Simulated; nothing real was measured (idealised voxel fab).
Proc. module: voxel transistor to metal
In the cross-section labelled cut, the width is 155 nm and each square cell is 5 nm.
Format of a cross-section: grid, square cells. Given as bands. Order: top down. Band: one or more rows of cells. Band: top and bottom heights (nm) first, top before bottom; then materials from left to right, widths in nm. "throughout" marks a sole material filling the band edge to edge. "air" denotes empty space. Zero point of the height axis is 0; under it, received wafer = one material. Lowest band: continues down indefinitely, "0 -> down". Width "30..40": first value at the band's top row of cells, second value at its bottom row, equal change from row to row. A step reported as "stayed the same" is a step in which no cell of the cross-section changed. "Sealed internal voids" contains a list of empty spaces, each no smaller than 8 cells and without an open way to the top, written in the form width x height at distance with the distance from the left edge and all three in nm. Past the settings on a step's line: simulator remark, on that step. The setting "overlay nm" may be written on the line of a step. When the step uses a mask, the value reports how far to the right of the planned place the mask lay, and a negative value reports that it lay to the left.
Below is the list of planned process steps
1) RECEIVE (material Si)
2) OXIDIZE (depth nm 5)
3) CONFORMAL_DEP (material SiN; thk nm 10)
4) MASKED_ETCH (tone cover; mask id ACTIVE; width nm 105; etch materials SiN; depth nm 10; overlay nm 0)
5) MASKED_ETCH (tone cover; mask id ACTIVE; width nm 105; etch materials SiO2; depth nm 5; overlay nm 0)
6) MASKED_ETCH (tone cover; mask id ACTIVE; width nm 105; etch materials Si; depth nm 25; overlay nm 0)
7) OXIDIZE (depth nm 5)
8) FILL_DEP (material SiO2; thk nm 5)
9) CMP (height nm 10)
10) SELECTIVE_ETCH (etch materials SiO2; depth nm 10)
11) STRIP (etch materials SiN)
12) SELECTIVE_ETCH (etch materials SiO2; depth nm 5)
13) OXIDIZE (depth nm 5)
14) DIRECTIONAL_DEP (material polySi; thk nm 30)
15) DIRECTIONAL_DEP (material SiCN; thk nm 15)
16) DIRECTIONAL_DEP (material aC; thk nm 15)
17) PATTERN (tone cover; mask id GATE; material resist; width nm 25; thk nm 30; overlay nm 0)
18) DIRECTIONAL_ETCH (etch materials aC; depth nm 15)
19) STRIP (etch materials resist)
20) DIRECTIONAL_ETCH (etch materials SiCN; depth nm 25)
21) DIRECTIONAL_ETCH (etch materials polySi; depth nm 40)
22) STRIP (etch materials aC)
23) CONFORMAL_DEP (material SiO2; thk nm 5)
24) DIRECTIONAL_ETCH (etch materials SiO2; depth nm 5)
25) CONFORMAL_DEP (material SiN; thk nm 5)
26) DIRECTIONAL_ETCH (etch materials SiN; depth nm 5)
27) DIRECTIONAL_ETCH (etch materials SiO2; depth nm 5)
28) EPI (material nSi; thk nm 5)
29) FILL_DEP (material SiO2; thk nm 10)
30) CMP (height nm 25)
31) STRIP (etch materials polySi)
32) SELECTIVE_ETCH (etch materials SiO2; depth nm 5)
33) CONFORMAL_DEP (material HfO2; thk nm 5)
34) CONFORMAL_DEP (material TiN; thk nm 5)
35) FILL_DEP (material W; thk nm 5)
36) CMP (height nm 20)
37) DIRECTIONAL_DEP (material SiO2; thk nm 15)
38) DIRECTIONAL_DEP (material aC; thk nm 15)
39) PATTERN (tone open; mask id CONTACT; material resist; width nm 20; pitch nm 75; thk nm 35; overlay nm 0)
40) DIRECTIONAL_ETCH (etch materials aC; depth nm 15)
41) STRIP (etch materials resist)
42) DIRECTIONAL_ETCH (etch materials SiO2; depth nm 40)
43) STRIP (etch materials aC)
44) CONFORMAL_DEP (material TiN; thk nm 5)
45) FILL_DEP (material W; thk nm 5)
46) CMP (height nm 35)
47) CONFORMAL_DEP (material SiCN; thk nm 5)
48) DIRECTIONAL_DEP (material lowk; thk nm 25)
49) PATTERN (tone open; mask id METAL_1; material resist; width nm 20; pitch nm 75; thk nm 20; overlay nm 0)
50) DIRECTIONAL_ETCH (etch materials lowk; depth nm 25)
51) DIRECTIONAL_ETCH (etch materials SiCN; depth nm 5)
52) STRIP (etch materials resist)
53) CONFORMAL_DEP (material TiN; thk nm 5)
54) FILL_DEP (material Ru; thk nm 5)
55) CMP (height nm 65)
56) EPI (material Ru; thk nm 5)
57) FILL_DEP (material SiCN; thk nm 5)
58) DIRECTIONAL_DEP (material SiO2; thk nm 30)
59) PATTERN (tone open; mask id METAL_2_HOLES; material resist; width nm 15; pitch nm 75; thk nm 15; overlay nm 0)
60) DIRECTIONAL_ETCH (etch materials SiO2; depth nm 30)
61) STRIP (etch materials resist)
62) DIRECTIONAL_DEP (material aC; thk nm 10)
63) PATTERN (tone open; mask id METAL_2; material resist; width nm 20; pitch nm 75; thk nm 25; overlay nm 0)
64) DIRECTIONAL_ETCH (etch materials aC; depth nm 10)
65) STRIP (etch materials resist)
66) DIRECTIONAL_ETCH (etch materials SiO2; depth nm 15)
67) DIRECTIONAL_ETCH (etch materials SiCN; depth nm 5)
68) STRIP (etch materials aC)
69) CONFORMAL_DEP (material TiN; thk nm 5)
70) FILL_DEP (material Cu; thk nm 10)
71) CMP (height nm 105)
72) CONFORMAL_DEP (material SiCN; thk nm 5)
Cross-section of the incoming wafer, state after step 1
> 0 -> down = Si throughout
> Sealed internal voids: none
This is how the wafer looks in cross-section once the module is done, given the starting state and plan above and one mistake in carrying the plan out
> 110 -> 105 = SiCN throughout
> 105 -> 95 = SiO2 30 nm / TiN 5 nm / Cu 10 nm / TiN 5 nm / SiO2 55 nm / TiN 5 nm / Cu 10 nm / TiN 5 nm / SiO2 30 nm
> 95 -> 90 = SiO2 30 nm / TiN 5 nm / Cu 5 nm / TiN 10 nm / SiO2 55 nm / TiN 5 nm / Cu 5 nm / TiN 10 nm / SiO2 30 nm
> 90 -> 75 = SiO2 30 nm / TiN 5 nm / Cu 5 nm / TiN 5 nm / SiO2 60 nm / TiN 5 nm / Cu 5 nm / TiN 5 nm / SiO2 35 nm
> 75 -> 70 = SiCN 30 nm / TiN 15 nm / SiCN 60 nm / TiN 15 nm / SiCN 35 nm
> 70 -> 65 = SiCN 25 nm / Ru 30 nm / SiCN 45 nm / Ru 30 nm / SiCN 25 nm
> 65 -> 40 = lowk 30 nm / TiN 5 nm / Ru 10 nm / TiN 5 nm / lowk 55 nm / TiN 5 nm / Ru 10 nm / TiN 5 nm / lowk 30 nm
> 40 -> 35 = SiCN 30 nm / TiN 20 nm / SiCN 55 nm / TiN 20 nm / SiCN 30 nm
> 35 -> 20 = SiO2 30 nm / TiN 5 nm / W 10 nm / TiN 5 nm / SiO2 55 nm / TiN 5 nm / W 10 nm / TiN 5 nm / SiO2 30 nm
> 20 -> 15 = SiO2 30 nm / TiN 5 nm / W 10 nm / TiN 5 nm / SiO2 5 nm / SiN 5 nm / HfO2 5 nm / TiN 5 nm / W 15 nm / TiN 5 nm / HfO2 5 nm / SiN 5 nm / SiO2 5 nm / TiN 5 nm / W 10 nm / TiN 5 nm / SiO2 30 nm
> 15 -> 10 = SiO2 30 nm / TiN 20 nm / SiO2 5 nm / SiN 5 nm / HfO2 5 nm / TiN 5 nm / W 15 nm / TiN 5 nm / HfO2 5 nm / SiN 5 nm / SiO2 5 nm / TiN 20 nm / SiO2 30 nm
> 10 -> 0 = SiO2 55 nm / SiN 5 nm / HfO2 5 nm / TiN 5 nm / W 15 nm / TiN 5 nm / HfO2 5 nm / SiN 5 nm / SiO2 55 nm
> 0 -> -5 = SiO2 55 nm / SiN 5 nm / HfO2 5 nm / TiN 25 nm / HfO2 5 nm / SiN 5 nm / SiO2 55 nm
> -5 -> -10 = SiO2 25 nm / nSi 30 nm / SiO2 5 nm / HfO2 35 nm / SiO2 5 nm / nSi 30 nm / SiO2 25 nm
> -10 -> -35 = SiO2 30 nm / Si 95 nm / SiO2 30 nm
> -35 -> down = Si throughout
> Sealed internal voids: none
Here's what went sideways: the plan had its step 37 run twice
